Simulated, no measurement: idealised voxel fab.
A process module follows: voxel self aligned contacts.
205 nm wide, 5 nm square cells: that's cross-section cut.
Cross-sections here: square-cell grids, written as top-down lists of bands, a band being one or more rows of cells. Band entry format. Leading values: height of top, height of bottom, nm. Remainder: materials in left-to-right order, each with its width in nm. Special words: "full width" on a single material, which then fills the band edge to edge; "empty", empty space. Zero point of the height axis is 0; under it, received wafer = one material. Lowest band: continues down indefinitely, "0 down". The two numbers in a width such as "30->40" mark its ends across the band: the first belongs to the top row of cells, the second to the bottom row, and from each row to the next the width moves by the same amount. Basically "identical to before" means that step didn't change any cell in the cross-section. Each empty space that has no open way to the top and spans at least 8 cells appears under "Unvented cavities" as width x height at distance, the distance counted from the left edge, all in nm. Step line, after settings: the simulator's comment on this step. The "overlay nm" setting may appear on a step's line; for a step that uses a mask, it gives how far to the right of its planned position the mask lay, and a negative value indicates the left.

THE STEPS PLANNED FOR THE PROCESS ARE AS FOLLOWS
- 1: RECEIVE: material Si
- 2: CONFORMAL_DEP: material SiO2, thk nm 5
- 3: DIRECTIONAL_DEP: material polySi, thk nm 30
- 4: DIRECTIONAL_DEP: material SiN, thk nm 20
- 5: PATTERN: tone cover, mask id GATE, material resist, width nm 30, pitch nm 60, thk nm 20, overlay nm 0
- 6: DIRECTIONAL_ETCH: etch materials SiN, depth nm 20
- 7: DIRECTIONAL_ETCH: etch materials polySi, depth nm 30
- 8: STRIP: etch materials resist
- 9: CONFORMAL_DEP: material SiN, thk nm 5
- 10: DIRECTIONAL_ETCH: etch materials SiN, depth nm 5
- 11: FILL_DEP: material SiO2, thk nm 15
- 12: CMP: height nm 60
- 13: PATTERN: tone open, mask id CONTACT, material resist, width nm 40, thk nm 15, overlay nm 0
- 14: DIRECTIONAL_ETCH: etch materials SiO2, depth nm 60
- 15: STRIP: etch materials resist
- 16: CONFORMAL_DEP: material TiN, thk nm 5
- 17: FILL_DEP: material W, thk nm 10
- 18: CMP: height nm 60
- 19: CONFORMAL_DEP: material SiN, thk nm 5

INCOMING WAFER IN CROSS-SECTION (STATE: AFTER STEP 1)
  0 down | Si full width
  Unvented cavities: none

STARTING WAFER: ABOVE. PLAN: ABOVE. RUN: ONE MISTAKE. CROSS-SECTION AFTER THE MODULE: BELOW
  65 to 60 | SiN full width
  60 to 35 | SiO2 40 nm, then SiN 120 nm, then SiO2 45 nm
  35 to 15 | SiO2 40 nm, then SiN 15 nm, then polySi 30 nm, then SiN 30 nm, then polySi 30 nm, then SiN 15 nm, then SiO2 45 nm
  15 to 5 | SiN 55 nm, then polySi 30 nm, then SiN 30 nm, then polySi 30 nm, then SiN 60 nm
  5 to 0 | SiO2 full width
  0 down | Si full width
  Unvented cavities: none
Nonconformance to the process plan: not per plan at step 9, really ran CONFORMAL_DEP: material SiN, thk nm 15
